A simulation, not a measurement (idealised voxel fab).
The process module presented herein is designated voxel self aligned vias.
Cross-section cut spans 205 nm and uses square cells 5 nm in size.
Cross-section, as written here: a square-cell grid given band by band from the top down, where a band holds one or more rows of cells. A band entry consists of two parts. The first gives the height of the band's top and the height of its bottom, in nm. The rest lists the band's materials from left to right, each with its width in nm. A single material labelled with the word "edge to edge" fills the band from edge to edge, and the word "air" marks empty space. Beneath 0, the wafer as received is one material, and that level is where height counting begins. The lowest band goes on downward without a bottom; it is written like "top 0, no bottom". Graded width ("30 to 40"): value in top row of band = first number; value in bottom row = second number; row-to-row change constant. Basically "stayed the same" means that step didn't change any cell in the cross-section. "Enclosed internal cavities": empty spaces of 8 cells or more with no open way to the top, each given as width x height at distance, distance from the left edge, all in nm. Read whatever lies past the settings on a step's line as the simulator's own remark about the step. "overlay nm" on a masked step: distance the mask lay right of its planned place, negative for left.

Set out below are the planned steps of the process:
1 RECEIVE [material Si]
2 CONFORMAL_DEP [material SiO2] [thk nm 10]
3 CONFORMAL_DEP [material SiCN] [thk nm 5]
4 DIRECTIONAL_DEP [material lowk] [thk nm 30]
5 PATTERN [tone open] [mask id LINES] [material resist] [width nm 20] [pitch nm 55] [thk nm 15] [overlay nm 0]
6 DIRECTIONAL_ETCH [etch materials lowk] [depth nm 30]
7 STRIP [etch materials resist]
8 CONFORMAL_DEP [material TiN] [thk nm 5]
9 FILL_DEP [material W] [thk nm 5]
10 CMP [height nm 45]
11 SELECTIVE_ETCH [etch materials W Ru TiN] [depth nm 10]
12 FILL_DEP [material SiN] [thk nm 10]
13 CMP [height nm 45]
14 DIRECTIONAL_DEP [material lowk] [thk nm 20]
15 DIRECTIONAL_DEP [material aC] [thk nm 10]
16 PATTERN [tone open] [mask id VIAS] [material resist] [width nm 30] [pitch nm 55] [thk nm 30] [overlay nm 0]
17 DIRECTIONAL_ETCH [etch materials aC] [depth nm 10]
18 STRIP [etch materials resist]
19 DIRECTIONAL_ETCH [etch materials lowk] [depth nm 20]
20 DIRECTIONAL_ETCH [etch materials SiN] [depth nm 10]
21 STRIP [etch materials aC]
22 CONFORMAL_DEP [material TiN] [thk nm 5]
23 FILL_DEP [material Ru] [thk nm 5]
24 CMP [height nm 65]
25 CONFORMAL_DEP [material SiCN] [thk nm 5]

Shown in cross-section is the wafer as received, that is, as it stands after step 1:
    top 0, no bottom | Si edge to edge
    Enclosed internal cavities: none

Same starting wafer, same plan as above, one mistake in the execution; this is the cross-section at the end of the module:
    top 70, bottom 65 | SiCN edge to edge
    top 65, bottom 45 | lowk=30; TiN=5; Ru=20; TiN=5; lowk=25; TiN=5; Ru=20; TiN=5; lowk=25; TiN=5; Ru=20; TiN=5; lowk=35
    top 45, bottom 40 | SiN=30; TiN=5; Ru=20; TiN=5; SiN=25; TiN=5; Ru=20; TiN=5; SiN=25; TiN=5; Ru=20; TiN=5; SiN=35
    top 40, bottom 35 | SiN=30; TiN=30; SiN=25; TiN=30; SiN=25; TiN=30; SiN=35
    top 35, bottom 15 | Ru edge to edge
    top 15, bottom 10 | SiCN edge to edge
    top 10, bottom 0 | SiO2 edge to edge
    top 0, no bottom | Si edge to edge
    Enclosed internal cavities: none
The plan and the run diverged here: step 4 ran with different settings than intended, the actual operation and settings being DIRECTIONAL_DEP [material Ru] [thk nm 30]
